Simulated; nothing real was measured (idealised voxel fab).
Process module name: voxel transistor to metal
Cross-sectional view cut (width: 180 nm; square cell size: 5 nm).
We lay out every cross-section as a grid of square cells and spell it out in bands from the top down, where one band means one or more rows of cells. Band: top and bottom heights (nm) first, top before bottom; then materials from left to right, widths in nm. "everywhere" marks a sole material filling the band edge to edge. "air" denotes empty space. The reference from which all heights are counted is 0, the level beneath which the as-received wafer is entirely one material; the lowest band, having no lower bound, proceeds downward and is written after the example "top 0, no bottom". Width "30 to 40": first value at the band's top row of cells, second value at its bottom row, equal change from row to row. No cell of the cross-section changed in a step that is given as "nothing different". So "Voids, enclosed" is basically the list of trapped voids: any empty space of 8 cells or more that can't reach the top through an opening. They're written width x height at distance, the distance being from the left edge, and it's all nm. Text after the settings on a step's line: the simulator's own remark on that step. Regarding "overlay nm": on a step with a mask, it is the distance the mask lay to the right of its planned place; a negative value places it to the left. So the way this works: pairs, before and after one process step. The after picture only goes down to the lowest band that actually changed, nothing below. Step and its settings are under each pair. And watch out, pairs might come from different runs of this module, same starting wafer though, so a pair only follows on from the one above if its "Before the process" entry tells you so.

Before the process:
	top 110, bottom 105  TiN 45, then air 10, then TiN 70, then air 10, then TiN 45
	top 105, bottom 90  lowk 40, then TiN 5, then air 10, then TiN 5, then lowk 60, then TiN 5, then air 10, then TiN 5, then lowk 40
	top 90, bottom 85  lowk 40, then TiN 5, then air 5, then TiN 10, then lowk 60, then TiN 5, then air 5, then TiN 10, then lowk 40
	top 85, bottom 70  lowk 40, then TiN 5, then air 5, then TiN 5, then lowk 65, then TiN 5, then air 5, then TiN 5, then lowk 45
	top 70, bottom 65  SiCN 40, then TiN 15, then SiCN 65, then TiN 15, then SiCN 45
	top 65, bottom 60  SiCN 35, then Ru 30, then SiCN 50, then Ru 30, then SiCN 35
	top 60, bottom 40  lowk 40, then TiN 5, then Ru 10, then TiN 5, then lowk 60, then TiN 5, then Ru 10, then TiN 5, then lowk 40
	top 40, bottom 35  SiN 40, then TiN 20, then SiN 60, then TiN 20, then SiN 40
	top 35, bottom 20  SiO2 40, then TiN 5, then W 10, then TiN 5, then SiO2 60, then TiN 5, then W 10, then TiN 5, then SiO2 40
	top 20, bottom 5  SiO2 40, then TiN 5, then W 10, then TiN 5, then SiN 5, then HfO2 5, then TiN 5, then W 30, then TiN 5, then HfO2 5, then SiN 5, then TiN 5, then W 10, then TiN 5, then SiO2 40
	top 5, bottom 0  SiO2 40, then TiN 20, then SiN 5, then HfO2 5, then TiN 40, then HfO2 5, then SiN 5, then TiN 20, then SiO2 40
	top 0, bottom -5  SiO2 25, then SiGe 35, then SiO2 5, then HfO2 50, then SiO2 5, then SiGe 35, then SiO2 25
	top -5, bottom -25  SiO2 30, then Si 120, then SiO2 30
	top -25, no bottom  Si everywhere
	Voids, enclosed: none

Sectional View, Post-Process:
	top 120, bottom 110  Cu everywhere
	top 110, bottom 105  TiN 45, then Cu 10, then TiN 70, then Cu 10, then TiN 45
	top 105, bottom 90  lowk 40, then TiN 5, then Cu 10, then TiN 5, then lowk 60, then TiN 5, then Cu 10, then TiN 5, then lowk 40
	top 90, bottom 85  lowk 40, then TiN 5, then Cu 5, then TiN 10, then lowk 60, then TiN 5, then Cu 5, then TiN 10, then lowk 40
	top 85, bottom 70  lowk 40, then TiN 5, then Cu 5, then TiN 5, then lowk 65, then TiN 5, then Cu 5, then TiN 5, then lowk 45
	Below a height of 70, the structure has not been altered.
	Voids, enclosed: none
Q: step between the cross-sections above? A: FILL_DEP: material Cu, thk nm 10

Before the process: = after-state of the pair above.

Sectional View, Post-Process:
	top 105, bottom 90  lowk 40, then TiN 5, then Cu 10, then TiN 5, then lowk 60, then TiN 5, then Cu 10, then TiN 5, then lowk 40
	Below a height of 90, the structure has not been altered.
	Voids, enclosed: none
Q: step between the cross-sections above? A: CMP: height nm 105

Before the process: = after-state of the pair above.

Sectional View, Post-Process:
	top 110, bottom 105  SiCN everywhere
	Below a height of 105, the structure has not been altered.
	Voids, enclosed: none
Q: step between the cross-sections above? A: CONFORMAL_DEP: material SiCN, thk nm 5

Before the process:
	top 105, bottom 70  lowk 40, then air 15, then lowk 65, then air 15, then lowk 45
	top 70, bottom 65  SiCN everywhere
	top 65, bottom 60  SiCN 35, then Ru 30, then SiCN 50, then Ru 30, then SiCN 35
	top 60, bottom 40  lowk 40, then TiN 5, then Ru 10, then TiN 5, then lowk 60, then TiN 5, then Ru 10, then TiN 5, then lowk 40
	top 40, bottom 35  SiN 40, then TiN 20, then SiN 60, then TiN 20, then SiN 40
	top 35, bottom 20  SiO2 40, then TiN 5, then W 10, then TiN 5, then SiO2 60, then TiN 5, then W 10, then TiN 5, then SiO2 40
	top 20, bottom 5  SiO2 40, then TiN 5, then W 10, then TiN 5, then SiO2 5, then SiN 5, then HfO2 5, then TiN 5, then W 20, then TiN 5, then HfO2 5, then SiN 5, then SiO2 5, then TiN 5, then W 10, then TiN 5, then SiO2 40
	top 5, bottom 0  SiO2 40, then TiN 20, then SiO2 5, then SiN 5, then HfO2 5, then TiN 30, then HfO2 5, then SiN 5, then SiO2 5, then TiN 20, then SiO2 40
	top 0, bottom -5  SiO2 25, then SiGe 40, then SiO2 5, then HfO2 40, then SiO2 5, then SiGe 40, then SiO2 25
	top -5, bottom -25  SiO2 30, then Si 120, then SiO2 30
	top -25, no bottom  Si everywhere
	Voids, enclosed: none

Sectional View, Post-Process:
	top 120, bottom 105  resist 50, then air 20, then resist 60, then air 20, then resist 30
	top 105, bottom 70  lowk 40, then resist 10, then air 5, then lowk 65, then resist 10, then air 5, then lowk 45
	Below a height of 70, the structure has not been altered.
	Voids, enclosed: none
Q: step between the cross-sections above? A: PATTERN: tone open, mask id METAL_2, material resist, width nm 20, pitch nm 80, thk nm 15, overlay nm 10

Before the process: = after-state of the pair above.

Sectional View, Post-Process:
	top 120, bottom 105  resist 50, then air 20, then resist 60, then air 20, then resist 30
	top 105, bottom 85  lowk 40, then resist 10, then air 20, then lowk 50, then resist 10, then air 20, then lowk 30
	Below a height of 85, the structure has not been altered.
	Voids, enclosed: none
Q: step between the cross-sections above? A: DIRECTIONAL_ETCH: etch materials lowk, depth nm 20

Before the process: = after-state of the pair above.

Sectional View, Post-Process:
	top 120, bottom 105  resist 50, then air 20, then resist 60, then air 20, then resist 30
	top 105, bottom 85  lowk 40, then resist 10, then air 20, then lowk 50, then resist 10, then air 20, then lowk 30
	top 85, bottom 70  lowk 40, then resist 10, then air 5, then lowk 65, then resist 10, then air 5, then lowk 45
	top 70, bottom 65  SiCN 50, then air 5, then SiCN 75, then air 5, then SiCN 45
	Below a height of 65, the structure has not been altered.
	Voids, enclosed: none
Q: step between the cross-sections above? A: DIRECTIONAL_ETCH: etch materials SiCN, depth nm 5

Before the process: = after-state of the pair above.

Sectional View, Post-Process:
	top 105, bottom 85  lowk 40, then air 30, then lowk 50, then air 30, then lowk 30
	top 85, bottom 70  lowk 40, then air 15, then lowk 65, then air 15, then lowk 45
	Below a height of 70, the structure has not been altered.
	Voids, enclosed: none
Q: step between the cross-sections above? A: STRIP: etch materials resist

Before the process: = after-state of the pair above.

Sectional View, Post-Process:
	top 110, bottom 105  TiN 45, then air 20, then TiN 60, then air 20, then TiN 35
	top 105, bottom 90  lowk 40, then TiN 5, then air 20, then TiN 5, then lowk 50, then TiN 5, then air 20, then TiN 5, then lowk 30
	top 90, bottom 85  lowk 40, then TiN 5, then air 5, then TiN 20, then lowk 50, then TiN 5, then air 5, then TiN 20, then lowk 30
	top 85, bottom 75  lowk 40, then TiN 5, then air 5, then TiN 5, then lowk 65, then TiN 5, then air 5, then TiN 5, then lowk 45
	top 75, bottom 70  lowk 40, then TiN 15, then lowk 65, then TiN 15, then lowk 45
	top 70, bottom 65  SiCN 50, then TiN 5, then SiCN 75, then TiN 5, then SiCN 45
	Below a height of 65, the structure has not been altered.
	Voids, enclosed: none
Q: step between the cross-sections above? A: CONFORMAL_DEP: material TiN, thk nm 5

Before the process: = after-state of the pair above.

Sectional View, Post-Process:
	top 120, bottom 110  Cu everywhere
	top 110, bottom 105  TiN 45, then Cu 20, then TiN 60, then Cu 20, then TiN 35
	top 105, bottom 90  lowk 40, then TiN 5, then Cu 20, then TiN 5, then lowk 50, then TiN 5, then Cu 20, then TiN 5, then lowk 30
	top 90, bottom 85  lowk 40, then TiN 5, then Cu 5, then TiN 20, then lowk 50, then TiN 5, then Cu 5, then TiN 20, then lowk 30
	top 85, bottom 75  lowk 40, then TiN 5, then Cu 5, then TiN 5, then lowk 65, then TiN 5, then Cu 5, then TiN 5, then lowk 45
	Below a height of 75, the structure has not been altered.
	Voids, enclosed: none
Q: step between the cross-sections above? A: FILL_DEP: material Cu, thk nm 10

Before the process: = after-state of the pair above.

Sectional View, Post-Process:
	top 105, bottom 90  lowk 40, then TiN 5, then Cu 20, then TiN 5, then lowk 50, then TiN 5, then Cu 20, then TiN 5, then lowk 30
	Below a height of 90, the structure has not been altered.
	Voids, enclosed: none
Q: step between the cross-sections above? A: CMP: height nm 105

Before the process: = after-state of the pair above.

Sectional View, Post-Process:
	top 110, bottom 105  SiCN everywhere
	Below a height of 105, the structure has not been altered.
	Voids, enclosed: none
Q: step between the cross-sections above? A: CONFORMAL_DEP: material SiCN, thk nm 5

Before the process:
	top 110, bottom 105  TiN 45, then air 10, then TiN 70, then air 10, then TiN 45
	top 105, bottom 90  lowk 40, then TiN 5, then air 10, then TiN 5, then lowk 60, then TiN 5, then air 10, then TiN 5, then lowk 40
	top 90, bottom 85  lowk 40, then TiN 5, then air 5, then TiN 10, then lowk 60, then TiN 5, then air 5, then TiN 10, then lowk 40
	top 85, bottom 70  lowk 40, then TiN 5, then air 5, then TiN 5, then lowk 65, then TiN 5, then air 5, then TiN 5, then lowk 45
	top 70, bottom 65  SiCN 40, then TiN 15, then SiCN 65, then TiN 15, then SiCN 45
	top 65, bottom 60  SiCN 35, then Ru 30, then SiCN 50, then Ru 30, then SiCN 35
	top 60, bottom 40  lowk 40, then TiN 5, then Ru 10, then TiN 5, then lowk 60, then TiN 5, then Ru 10, then TiN 5, then lowk 40
	top 40, bottom 35  SiN 40, then TiN 20, then SiN 60, then TiN 20, then SiN 40
	top 35, bottom 20  SiO2 40, then TiN 5, then W 10, then TiN 5, then SiO2 60, then TiN 5, then W 10, then TiN 5, then SiO2 40
	top 20, bottom 5  SiO2 40, then TiN 5, then W 10, then TiN 5, then SiO2 5, then SiN 5, then HfO2 5, then TiN 5, then W 20, then TiN 5, then HfO2 5, then SiN 5, then SiO2 5, then TiN 5, then W 10, then TiN 5, then SiO2 40
	top 5, bottom 0  SiO2 40, then TiN 20, then SiO2 5, then SiN 5, then HfO2 5, then TiN 30, then HfO2 5, then SiN 5, then SiO2 5, then TiN 20, then SiO2 40
	top 0, bottom -5  SiO2 25, then SiGe 40, then SiO2 5, then HfO2 40, then SiO2 5, then SiGe 40, then SiO2 25
	top -5, bottom -25  SiO2 30, then Si 120, then SiO2 30
	top -25, no bottom  Si everywhere
	Voids, enclosed: none

Sectional View, Post-Process:
	top 120, bottom 110  SiCN everywhere
	top 110, bottom 105  TiN 45, then SiCN 10, then TiN 70, then SiCN 10, then TiN 45
	top 105, bottom 90  lowk 40, then TiN 5, then SiCN 10, then TiN 5, then lowk 60, then TiN 5, then SiCN 10, then TiN 5, then lowk 40
	top 90, bottom 85  lowk 40, then TiN 5, then SiCN 5, then TiN 10, then lowk 60, then TiN 5, then SiCN 5, then TiN 10, then lowk 40
	top 85, bottom 70  lowk 40, then TiN 5, then SiCN 5, then TiN 5, then lowk 65, then TiN 5, then SiCN 5, then TiN 5, then lowk 45
	Below a height of 70, the structure has not been altered.
	Voids, enclosed: none
Q: step between the cross-sections above? A: FILL_DEP: material SiCN, thk nm 10

Before the process: = after-state of the pair above.

Sectional View, Post-Process:
	top 105, bottom 90  lowk 40, then TiN 5, then SiCN 10, then TiN 5, then lowk 60, then TiN 5, then SiCN 10, then TiN 5, then lowk 40
	Below a height of 90, the structure has not been altered.
	Voids, enclosed: none
Q: step between the cross-sections above? A: CMP: height nm 105

Before the process: = after-state of the pair above.

Sectional View, Post-Process:
	top 110, bottom 105  SiCN everywhere
	Below a height of 105, the structure has not been altered.
	Voids, enclosed: none
Q: step between the cross-sections above? A: CONFORMAL_DEP: material SiCN, thk nm 5

Before the process:
	top 55, bottom 40  aC everywhere
	top 40, bottom 25  SiCN everywhere
	top 25, bottom 0  polySi everywhere
	top 0, bottom -5  SiO2 everywhere
	top -5, bottom -25  SiO2 30, then Si 120, then SiO2 30
	top -25, no bottom  Si everywhere
	Voids, enclosed: none

Sectional View, Post-Process:
	top 85, bottom 55  resist 75, then air 30, then resist 75
	Below a height of 55, the structure has not been altered.
	Voids, enclosed: none
Q: step between the cross-sections above? A: PATTERN: tone open, mask id GATE, material resist, width nm 30, thk nm 30, overlay nm 0

Before the process: = after-state of the pair above.

Sectional View, Post-Process:
	top 70, bottom 55  resist 75, then air 30, then resist 75
	top 55, bottom 40  aC 75, then air 30, then aC 75
	Below a height of 40, the structure has not been altered.
	Voids, enclosed: none
Q: step between the cross-sections above? A: DIRECTIONAL_ETCH: etch materials aC, depth nm 15

Before the process: = after-state of the pair above.

Sectional View, Post-Process:
	top 55, bottom 40  aC 75, then air 30, then aC 75
	Below a height of 40, the structure has not been altered.
	Voids, enclosed: none
Q: step between the cross-sections above? A: STRIP: etch materials resist

Before the process: = after-state of the pair above.

Sectional View, Post-Process:
	top 55, bottom 40  aC 75, then air 30, then aC 75
	top 40, bottom 25  SiCN 75, then air 30, then SiCN 75
	Below a height of 25, the structure has not been altered.
	Voids, enclosed: none
Q: step between the cross-sections above? A: DIRECTIONAL_ETCH: etch materials SiCN, depth nm 25

Before the process: = after-state of the pair above.

Sectional View, Post-Process:
	top 55, bottom 40  aC 75, then air 30, then aC 75
	top 40, bottom 25  SiCN 75, then air 30, then SiCN 75
	top 25, bottom 0  polySi 75, then air 30, then polySi 75
	Below a height of 0, the structure has not been altered.
	Voids, enclosed: none
Q: step between the cross-sections above? A: DIRECTIONAL_ETCH: etch materials polySi, depth nm 35

Before the process: = after-state of the pair above.

Sectional View, Post-Process:
	top 40, bottom 25  SiCN 75, then air 30, then SiCN 75
	Below a height of 25, the structure has not been altered.
	Voids, enclosed: none
Q: step between the cross-sections above? A: STRIP: etch materials aC

Before the process: = after-state of the pair above.

Sectional View, Post-Process:
	top 45, bottom 40  SiO2 80, then air 20, then SiO2 80
	top 40, bottom 25  SiCN 75, then SiO2 5, then air 20, then SiO2 5, then SiCN 75
	top 25, bottom 5  polySi 75, then SiO2 5, then air 20, then SiO2 5, then polySi 75
	top 5, bottom 0  polySi 75, then SiO2 30, then polySi 75
	Below a height of 0, the structure has not been altered.
	Voids, enclosed: none
Q: step between the cross-sections above? A: CONFORMAL_DEP: material SiO2, thk nm 5

Before the process: = after-state of the pair above.

Sectional View, Post-Process:
	top 40, bottom 25  SiCN 75, then SiO2 5, then air 20, then SiO2 5, then SiCN 75
	top 25, bottom 0  polySi 75, then SiO2 5, then air 20, then SiO2 5, then polySi 75
	Below a height of 0, the structure has not been altered.
	Voids, enclosed: none
Q: step between the cross-sections above? A: DIRECTIONAL_ETCH: etch materials SiO2, depth nm 5

Before the process: = after-state of the pair above.

Sectional View, Post-Process:
	top 45, bottom 40  SiN 85, then air 10, then SiN 85
	top 40, bottom 25  SiCN 75, then SiO2 5, then SiN 5, then air 10, then SiN 5, then SiO2 5, then SiCN 75
	top 25, bottom 5  polySi 75, then SiO2 5, then SiN 5, then air 10, then SiN 5, then SiO2 5, then polySi 75
	top 5, bottom 0  polySi 75, then SiO2 5, then SiN 20, then SiO2 5, then polySi 75
	Below a height of 0, the structure has not been altered.
	Voids, enclosed: none
Q: step between the cross-sections above? A: CONFORMAL_DEP: material SiN, thk nm 5

Before the process: = after-state of the pair above.

Sectional View, Post-Process:
	top 40, bottom 25  SiCN 75, then SiO2 5, then SiN 5, then air 10, then SiN 5, then SiO2 5, then SiCN 75
	top 25, bottom 0  polySi 75, then SiO2 5, then SiN 5, then air 10, then SiN 5, then SiO2 5, then polySi 75
	Below a height of 0, the structure has not been altered.
	Voids, enclosed: none
Q: step between the cross-sections above? A: DIRECTIONAL_ETCH: etch materials SiN, depth nm 5

Before the process: = after-state of the pair above.

Sectional View, Post-Process:
	top 40, bottom 35  SiCN 75, then air 5, then SiN 5, then air 10, then SiN 5, then air 5, then SiCN 75
	top 35, bottom 25  SiCN 75, then SiO2 5, then SiN 5, then air 10, then SiN 5, then SiO2 5, then SiCN 75
	top 25, bottom 0  polySi 75, then SiO2 5, then SiN 5, then air 10, then SiN 5, then SiO2 5, then polySi 75
	top 0, bottom -5  SiO2 85, then air 10, then SiO2 85
	Below a height of -5, the structure has not been altered.
	Voids, enclosed: none
Q: step between the cross-sections above? A: DIRECTIONAL_ETCH: etch materials SiO2, depth nm 5

Before the process: = after-state of the pair above.

Sectional View, Post-Process:
	top 40, bottom 35  SiCN 75, then air 5, then SiN 5, then air 10, then SiN 5, then air 5, then SiCN 75
	top 35, bottom 25  SiCN 75, then SiO2 5, then SiN 5, then air 10, then SiN 5, then SiO2 5, then SiCN 75
	top 25, bottom 0  polySi 75, then SiO2 5, then SiN 5, then air 10, then SiN 5, then SiO2 5, then polySi 75
	top 0, bottom -5  SiO2 85, then SiGe 10, then SiO2 85
	Below a height of -5, the structure has not been altered.
	Voids, enclosed: none
Q: step between the cross-sections above? A: EPI: material SiGe, thk nm 5

Before the process: = after-state of the pair above.

Sectional View, Post-Process:
	top 45, bottom 40  SiO2 everywhere
	top 40, bottom 25  SiCN 75, then SiO2 5, then SiN 5, then SiO2 10, then SiN 5, then SiO2 5, then SiCN 75
	top 25, bottom 0  polySi 75, then SiO2 5, then SiN 5, then SiO2 10, then SiN 5, then SiO2 5, then polySi 75
	Below a height of 0, the structure has not been altered.
	Voids, enclosed: none
Q: step between the cross-sections above? A: FILL_DEP: material SiO2, thk nm 5

Before the process: = after-state of the pair above.

Sectional View, Post-Process:
	top 25, bottom 0  polySi 75, then SiO2 5, then SiN 5, then SiO2 10, then SiN 5, then SiO2 5, then polySi 75
	Below a height of 0, the structure has not been altered.
	Voids, enclosed: none
Q: step between the cross-sections above? A: CMP: height nm 25

Before the process: = after-state of the pair above.

Sectional View, Post-Process:
	top 25, bottom 0  air 75, then SiO2 5, then SiN 5, then SiO2 10, then SiN 5, then SiO2 5, then air 75
	Below a height of 0, the structure has not been altered.
	Voids, enclosed: none
Q: step between the cross-sections above? A: STRIP: etch materials polySi

Before the process: = after-state of the pair above.

Sectional View, Post-Process:
	top 25, bottom 20  air 80, then SiN 5, then air 10, then SiN 5, then air 80
	top 20, bottom 0  air 80, then SiN 5, then SiO2 10, then SiN 5, then air 80
	top 0, bottom -5  air 80, then SiO2 5, then SiGe 10, then SiO2 5, then air 80
	Below a height of -5, the structure has not been altered.
	Voids, enclosed: none
Q: step between the cross-sections above? A: SELECTIVE_ETCH: etch materials SiO2, depth nm 5

Before the process: = after-state of the pair above.

Sectional View, Post-Process:
	top 30, bottom 25  air 75, then HfO2 30, then air 75
	top 25, bottom 20  air 75, then HfO2 5, then SiN 5, then HfO2 10, then SiN 5, then HfO2 5, then air 75
	top 20, bottom 0  air 75, then HfO2 5, then SiN 5, then SiO2 10, then SiN 5, then HfO2 5, then air 75
	top 0, bottom -5  HfO2 80, then SiO2 5, then SiGe 10, then SiO2 5, then HfO2 80
	Below a height of -5, the structure has not been altered.
	Voids, enclosed: none
Q: step between the cross-sections above? A: CONFORMAL_DEP: material HfO2, thk nm 5

Before the process: = after-state of the pair above.

Sectional View, Post-Process:
	top 35, bottom 30  air 70, then TiN 40, then air 70
	top 30, bottom 25  air 70, then TiN 5, then HfO2 30, then TiN 5, then air 70
	top 25, bottom 20  air 70, then TiN 5, then HfO2 5, then SiN 5, then HfO2 10, then SiN 5, then HfO2 5, then TiN 5, then air 70
	top 20, bottom 5  air 70, then TiN 5, then HfO2 5, then SiN 5, then SiO2 10, then SiN 5, then HfO2 5, then TiN 5, then air 70
	top 5, bottom 0  TiN 75, then HfO2 5, then SiN 5, then SiO2 10, then SiN 5, then HfO2 5, then TiN 75
	Below a height of 0, the structure has not been altered.
	Voids, enclosed: none
Q: step between the cross-sections above? A: CONFORMAL_DEP: material TiN, thk nm 5

Before the process: = after-state of the pair above.

Sectional View, Post-Process:
	top 45, bottom 35  W everywhere
	top 35, bottom 30  W 70, then TiN 40, then W 70
	top 30, bottom 25  W 70, then TiN 5, then HfO2 30, then TiN 5, then W 70
	top 25, bottom 20  W 70, then TiN 5, then HfO2 5, then SiN 5, then HfO2 10, then SiN 5, then HfO2 5, then TiN 5, then W 70
	top 20, bottom 5  W 70, then TiN 5, then HfO2 5, then SiN 5, then SiO2 10, then SiN 5, then HfO2 5, then TiN 5, then W 70
	Below a height of 5, the structure has not been altered.
	Voids, enclosed: none
Q: step between the cross-sections above? A: FILL_DEP: material W, thk nm 10

Before the process: = after-state of the pair above.

Sectional View, Post-Process:
	top 20, bottom 5  W 70, then TiN 5, then HfO2 5, then SiN 5, then SiO2 10, then SiN 5, then HfO2 5, then TiN 5, then W 70
	Below a height of 5, the structure has not been altered.
	Voids, enclosed: none
Q: step between the cross-sections above? A: CMP: height nm 20

Before the process: = after-state of the pair above.

Sectional View, Post-Process:
	top 35, bottom 20  SiO2 everywhere
	Below a height of 20, the structure has not been altered.
	Voids, enclosed: none
Q: step between the cross-sections above? A: DIRECTIONAL_DEP: material SiO2, thk nm 15

Before the process: = after-state of the pair above.

Sectional View, Post-Process:
	top 50, bottom 35  resist 40, then air 20, then resist 60, then air 20, then resist 40
	Below a height of 35, the structure has not been altered.
	Voids, enclosed: none
Q: step between the cross-sections above? A: PATTERN: tone open, mask id CONTACT, material resist, width nm 20, pitch nm 80, thk nm 15, overlay nm 0

Before the process: = after-state of the pair above.

Sectional View, Post-Process:
	top 50, bottom 35  resist 40, then air 20, then resist 60, then air 20, then resist 40
	top 35, bottom 20  SiO2 40, then air 20, then SiO2 60, then air 20, then SiO2 40
	Below a height of 20, the structure has not been altered.
	Voids, enclosed: none
Q: step between the cross-sections above? A: DIRECTIONAL_ETCH: etch materials SiO2, depth nm 35

Before the process: = after-state of the pair above.

Sectional View, Post-Process:
	top 35, bottom 20  SiO2 40, then air 20, then SiO2 60, then air 20, then SiO2 40
	Below a height of 20, the structure has not been altered.
	Voids, enclosed: none
Q: step between the cross-sections above? A: STRIP: etch materials resist

Before the process: = after-state of the pair above.

Sectional View, Post-Process:
	top 40, bottom 35  TiN 45, then air 10, then TiN 70, then air 10, then TiN 45
	top 35, bottom 25  SiO2 40, then TiN 5, then air 10, then TiN 5, then SiO2 60, then TiN 5, then air 10, then TiN 5, then SiO2 40
	top 25, bottom 20  SiO2 40, then TiN 20, then SiO2 60, then TiN 20, then SiO2 40
	Below a height of 20, the structure has not been altered.
	Voids, enclosed: none
Q: step between the cross-sections above? A: CONFORMAL_DEP: material TiN, thk nm 5

Before the process: = after-state of the pair above.

Sectional View, Post-Process:
	top 45, bottom 40  W everywhere
	top 40, bottom 35  TiN 45, then W 10, then TiN 70, then W 10, then TiN 45
	top 35, bottom 25  SiO2 40, then TiN 5, then W 10, then TiN 5, then SiO2 60, then TiN 5, then W 10, then TiN 5, then SiO2 40
	Below a height of 25, the structure has not been altered.
	Voids, enclosed: none
Q: step between the cross-sections above? A: FILL_DEP: material W, thk nm 5

Before the process: = after-state of the pair above.

Sectional View, Post-Process:
	top 35, bottom 25  SiO2 40, then TiN 5, then W 10, then TiN 5, then SiO2 60, then TiN 5, then W 10, then TiN 5, then SiO2 40
	Below a height of 25, the structure has not been altered.
	Voids, enclosed: none
Q: step between the cross-sections above? A: CMP: height nm 35

Before the process: = after-state of the pair above.

Sectional View, Post-Process:
	top 40, bottom 35  SiN everywhere
	Below a height of 35, the structure has not been altered.
	Voids, enclosed: none
Q: step between the cross-sections above? A: CONFORMAL_DEP: material SiN, thk nm 5

Before the process: = after-state of the pair above.

Sectional View, Post-Process:
	top 60, bottom 40  lowk everywhere
	Below a height of 40, the structure has not been altered.
	Voids, enclosed: none
Q: step between the cross-sections above? A: DIRECTIONAL_DEP: material lowk, thk nm 20

Before the process: = after-state of the pair above.

Sectional View, Post-Process:
	top 75, bottom 60  aC everywhere
	Below a height of 60, the structure has not been altered.
	Voids, enclosed: none
Q: step between the cross-sections above? A: DIRECTIONAL_DEP: material aC, thk nm 15

Before the process: = after-state of the pair above.

Sectional View, Post-Process:
	top 105, bottom 75  resist 40, then air 20, then resist 60, then air 20, then resist 40
	Below a height of 75, the structure has not been altered.
	Voids, enclosed: none
Q: step between the cross-sections above? A: PATTERN: tone open, mask id METAL_1, material resist, width nm 20, pitch nm 80, thk nm 30, overlay nm 0

Before the process: = after-state of the pair above.

Sectional View, Post-Process:
	top 90, bottom 75  resist 40, then air 20, then resist 60, then air 20, then resist 40
	top 75, bottom 60  aC 40, then air 20, then aC 60, then air 20, then aC 40
	Below a height of 60, the structure has not been altered.
	Voids, enclosed: none
Q: step between the cross-sections above? A: DIRECTIONAL_ETCH: etch materials aC, depth nm 15

Before the process: = after-state of the pair above.

Sectional View, Post-Process:
	top 75, bottom 60  aC 40, then air 20, then aC 60, then air 20, then aC 40
	Below a height of 60, the structure has not been altered.
	Voids, enclosed: none
Q: step between the cross-sections above? A: STRIP: etch materials resist

Before the process: = after-state of the pair above.

Sectional View, Post-Process:
	top 75, bottom 60  aC 40, then air 20, then aC 60, then air 20, then aC 40
	top 60, bottom 40  lowk 40, then air 20, then lowk 60, then air 20, then lowk 40
	Below a height of 40, the structure has not been altered.
	Voids, enclosed: none
Q: step between the cross-sections above? A: DIRECTIONAL_ETCH: etch materials lowk, depth nm 20

Before the process: = after-state of the pair above.

Sectional View, Post-Process:
	top 75, bottom 60  aC 40, then air 20, then aC 60, then air 20, then aC 40
	top 60, bottom 40  lowk 40, then air 20, then lowk 60, then air 20, then lowk 40
	top 40, bottom 35  SiN 40, then air 20, then SiN 60, then air 20, then SiN 40
	Below a height of 35, the structure has not been altered.
	Voids, enclosed: none
Q: step between the cross-sections above? A: DIRECTIONAL_ETCH: etch materials SiN, depth nm 5

Before the process: = after-state of the pair above.

Sectional View, Post-Process:
	top 60, bottom 40  lowk 40, then air 20, then lowk 60, then air 20, then lowk 40
	Below a height of 40, the structure has not been altered.
	Voids, enclosed: none
Q: step between the cross-sections above? A: STRIP: etch materials aC

Before the process: = after-state of the pair above.

Sectional View, Post-Process:
	top 65, bottom 60  TiN 45, then air 10, then TiN 70, then air 10, then TiN 45
	top 60, bottom 40  lowk 40, then TiN 5, then air 10, then TiN 5, then lowk 60, then TiN 5, then air 10, then TiN 5, then lowk 40
	top 40, bottom 35  SiN 40, then TiN 20, then SiN 60, then TiN 20, then SiN 40
	Below a height of 35, the structure has not been altered.
	Voids, enclosed: none
Q: step between the cross-sections above? A: CONFORMAL_DEP: material TiN, thk nm 5

Before the process: = after-state of the pair above.

Sectional View, Post-Process:
	top 70, bottom 65  Ru everywhere
	top 65, bottom 60  TiN 45, then Ru 10, then TiN 70, then Ru 10, then TiN 45
	top 60, bottom 40  lowk 40, then TiN 5, then Ru 10, then TiN 5, then lowk 60, then TiN 5, then Ru 10, then TiN 5, then lowk 40
	Below a height of 40, the structure has not been altered.
	Voids, enclosed: none
Q: step between the cross-sections above? A: FILL_DEP: material Ru, thk nm 5

Before the process: = after-state of the pair above.

Sectional View, Post-Process:
	top 60, bottom 40  lowk 40, then TiN 5, then Ru 10, then TiN 5, then lowk 60, then TiN 5, then Ru 10, then TiN 5, then lowk 40
	Below a height of 40, the structure has not been altered.
	Voids, enclosed: none
Q: step between the cross-sections above? A: CMP: height nm 60

Before the process: = after-state of the pair above.

Sectional View, Post-Process:
	top 65, bottom 60  air 35, then Ru 30, then air 50, then Ru 30, then air 35
	Below a height of 60, the structure has not been altered.
	Voids, enclosed: none
Q: step between the cross-sections above? A: EPI: material Ru, thk nm 5

Before the process: = after-state of the pair above.

Sectional View, Post-Process:
	top 70, bottom 65  SiCN everywhere
	top 65, bottom 60  SiCN 35, then Ru 30, then SiCN 50, then Ru 30, then SiCN 35
	Below a height of 60, the structure has not been altered.
	Voids, enclosed: none
Q: step between the cross-sections above? A: FILL_DEP: material SiCN, thk nm 5

Before the process: = after-state of the pair above.

Sectional View, Post-Process:
	top 105, bottom 70  lowk everywhere
	Below a height of 70, the structure has not been altered.
	Voids, enclosed: none
Q: step between the cross-sections above? A: DIRECTIONAL_DEP: material lowk, thk nm 35

Before the process: = after-state of the pair above.

Sectional View, Post-Process:
	top 105, bottom 70  lowk 40, then air 15, then lowk 65, then air 15, then lowk 45
	Below a height of 70, the structure has not been altered.
	Voids, enclosed: none
Q: step between the cross-sections above? A: MASKED_ETCH: tone open, mask id METAL_2_HOLES, width nm 15, pitch nm 80, etch materials lowk, depth nm 35, overlay nm 0

Before the process: = after-state of the pair above.

Sectional View, Post-Process:
	top 120, bottom 105  resist 40, then air 20, then resist 60, then air 20, then resist 40
	Below a height of 105, the structure has not been altered.
	Voids, enclosed: none
Q: step between the cross-sections above? A: PATTERN: tone open, mask id METAL_2, material resist, width nm 20, pitch nm 80, thk nm 15, overlay nm 0

Before the process: = after-state of the pair above.

Sectional View, Post-Process:
	top 120, bottom 105  resist 40, then air 20, then resist 60, then air 20, then resist 40
	top 105, bottom 85  lowk 40, then air 20, then lowk 60, then air 20, then lowk 40
	Below a height of 85, the structure has not been altered.
	Voids, enclosed: none
Q: step between the cross-sections above? A: DIRECTIONAL_ETCH: etch materials lowk, depth nm 20

Before the process: = after-state of the pair above.

Sectional View, Post-Process:
	top 120, bottom 105  resist 40, then air 20, then resist 60, then air 20, then resist 40
	top 105, bottom 85  lowk 40, then air 20, then lowk 60, then air 20, then lowk 40
	top 85, bottom 70  lowk 40, then air 15, then lowk 65, then air 15, then lowk 45
	top 70, bottom 65  SiCN 40, then air 15, then SiCN 65, then air 15, then SiCN 45
	Below a height of 65, the structure has not been altered.
	Voids, enclosed: none
Q: step between the cross-sections above? A: DIRECTIONAL_ETCH: etch materials SiCN, depth nm 5
